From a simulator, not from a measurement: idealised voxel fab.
The document below concerns the process module designated voxel ribs on slabs.
Cross-sectional view cut (width: 220 nm; square cell size: 5 nm).
Throughout this document, each cross-section is represented as a grid of square cells and is presented as a sequence of bands enumerated from the top downward, where a band comprises one or more rows of cells.
Heights first: top, then bottom, in nm. Then materials, left to right, each with a width in nm. "everywhere" on a single material: fills the band edge to edge. "empty": empty space.
Basically, 0 is our baseline, since under it the wafer straight out of the box is all one material. The bottom band has no lower end and keeps on going down, so it looks like "0..down".
The notation "30..40" denotes a width that varies across the rows of cells in the band, beginning at the first number in the top row, finishing at the second number in the bottom row, and changing by an identical amount from each row to the next.
The cross-section has no changed cell in any step marked "no change".
"Closed void inventory" - sealed voids, min. 8 cells, no opening to top; format: width x height at distance (distance from left edge; nm throughout).
That trailing text on a step's line, after the settings, is the simulator's own remark on the step.
overlay nm: on a step with a mask, how far right of its planned place the mask lay; negative means left.

# Steps planned for the process
| 1 | RECEIVE,material Si |
| 2 | DIRECTIONAL_DEP,material SiO2,thk nm 20 |
| 3 | DIRECTIONAL_DEP,material SiN,thk nm 15 |
| 4 | PATTERN,tone cover,mask id RIB,material resist,width nm 20,thk nm 15,overlay nm 0 |
| 5 | DIRECTIONAL_ETCH,etch materials SiN,depth nm 10 |
| 6 | STRIP,etch materials resist |
| 7 | PATTERN,tone cover,mask id SLAB,material resist,width nm 60,thk nm 20,overlay nm 0 |
| 8 | DIRECTIONAL_ETCH,etch materials SiN,depth nm 5 |
| 9 | STRIP,etch materials resist |
| 10 | FILL_DEP,material SiO2,thk nm 20 |
| 11 | CMP,height nm 45 |
| 12 | DIRECTIONAL_DEP,material W,thk nm 5 |
| 13 | PATTERN,tone cover,mask id HEATER,material resist,width nm 30,thk nm 20,overlay nm 0 |
| 14 | DIRECTIONAL_ETCH,etch materials W,depth nm 5 |
| 15 | STRIP,etch materials resist |
| 16 | CONFORMAL_DEP,material SiN,thk nm 10 |

# Incoming wafer, cross-sectional view, post step 1
> 0..down | Si everywhere
> Closed void inventory: none

# Module complete - cross-section of the first of two wafers, run according to plan
> 60..55 | 85 nm empty  50 nm SiN  85 nm empty
> 55..50 | SiN everywhere
> 50..45 | 95 nm SiN  30 nm W  95 nm SiN
> 45..35 | SiO2 everywhere
> 35..25 | 100 nm SiO2  20 nm SiN  100 nm SiO2
> 25..20 | 80 nm SiO2  60 nm SiN  80 nm SiO2
> 20..0 | SiO2 everywhere
> 0..down | Si everywhere
> Closed void inventory: none

# Here is the second of the two wafers cut open at the end of the module - same start, same plan as the first one, but we made one mistake running it
> 60..55 | 85 nm empty  50 nm SiN  85 nm empty
> 55..50 | SiN everywhere
> 50..45 | 95 nm SiN  30 nm W  95 nm SiN
> 45..35 | SiO2 everywhere
> 35..30 | 80 nm SiO2  20 nm SiN  20 nm SiO2  20 nm SiN  80 nm SiO2
> 30..25 | 100 nm SiN  20 nm SiO2  100 nm SiN
> 25..20 | SiN everywhere
> 20..0 | SiO2 everywhere
> 0..down | Si everywhere
> Closed void inventory: none
Short version of what went wrong: not per plan at step 4, really ran PATTERN,tone open,mask id RIB,material resist,width nm 20,thk nm 15,overlay nm 0
Final difference in cells, second wafer against first, listed per material as more or fewer: SiN: 72 more; SiO2: 72 fewer
